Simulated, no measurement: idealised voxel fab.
The name of this process module is voxel gate over fins.
Xsec cut, 295 nm wide, square cell size 5 nm.
Reading order for cross-sections: top band down to bottom band. Underlying form: a grid of square cells. Band size: one or more rows of cells.
Read a band's entry like this: the first values are the height of its top and the height of its bottom in nm, and what follows is the sequence of materials from left to right, each with its width in nm. Note that "air" is empty space, and that a single material marked "full width" reaches across the band from edge to edge.
Heights from 0 (as-received wafer is one material below). Bottom band endless downward, as "0..down".
Per-row width for "30 to 40": begins at first number (top row of band), ends at second number (bottom row), increment between rows held constant.
"no change occurred" for a step: no cell of the cross-section changed in that step.
This entry, "Encapsulated voids", enumerates those empty regions of no fewer than 8 cells that possess no open connection to the top. Each region is reported in the form width x height at distance, the distance being taken from the left edge, with all three quantities expressed in nm.
Step line, after settings: the simulator's comment on this step.
overlay nm: how far to the right of its planned place the mask lay on this masked step (negative: to the left).
List of planned process steps
| 1 | RECEIVE [material Si] |
| 2 | CONFORMAL_DEP [material SiN] [thk nm 10] |
| 3 | DIRECTIONAL_DEP [material aC] [thk nm 15] |
| 4 | PATTERN [tone cover] [mask id FINS] [material resist] [width nm 15] [pitch nm 35] [thk nm 35] [overlay nm 0] |
| 5 | DIRECTIONAL_ETCH [etch materials aC] [depth nm 15] |
| 6 | STRIP [etch materials resist] |
| 7 | DIRECTIONAL_ETCH [etch materials SiN] [depth nm 10] |
| 8 | DIRECTIONAL_ETCH [etch materials Si] [depth nm 40] |
| 9 | STRIP [etch materials aC] |
| 10 | FILL_DEP [material SiO2] [thk nm 10] |
| 11 | CMP [height nm 10] |
| 12 | SELECTIVE_ETCH [etch materials SiO2] [depth nm 20] |
| 13 | STRIP [etch materials SiN] |
| 14 | CONFORMAL_DEP [material HfO2] [thk nm 5] |
| 15 | CONFORMAL_DEP [material TiN] [thk nm 5] |
| 16 | CONFORMAL_DEP [material TiAl] [thk nm 5] |
| 17 | CONFORMAL_DEP [material TiN] [thk nm 5] |
| 18 | FILL_DEP [material W] [thk nm 15] |
| 19 | CMP [height nm 30] |
| 20 | CONFORMAL_DEP [material SiCN] [thk nm 5] |
As-received wafer cross-section (after step 1)
    0..down = Si full width
    Encapsulated voids: none
Here's the wafer cut in cross-section after the module, started and planned just like above, except one thing was done wrong in the run
    35..30 = SiCN full width
    30..15 = W full width
    15..10 = 105 of W, 80 of TiN, 110 of W
    10..5 = 105 of W, 5 of TiN, 70 of TiAl, 5 of TiN, 110 of W
    5..0 = 110 of TiN, 5 of TiAl, 25 of TiN, 10 of TiAl, 25 of TiN, 5 of TiAl, 115 of TiN
    0..-5 = 115 of TiAl, 5 of TiN, 15 of Si, 5 of TiN, 10 of TiAl, 5 of TiN, 15 of Si, 5 of TiN, 120 of TiAl
    -5..-10 = 120 of TiN, 15 of Si, 20 of TiN, 15 of Si, 125 of TiN
    -10..-40 = 120 of SiO2, 15 of Si, 20 of SiO2, 15 of Si, 125 of SiO2
    -40..down = Si full width
    Encapsulated voids: none
Which mistake was made when the wafer was run? plan step 14 never ran because it was skipped
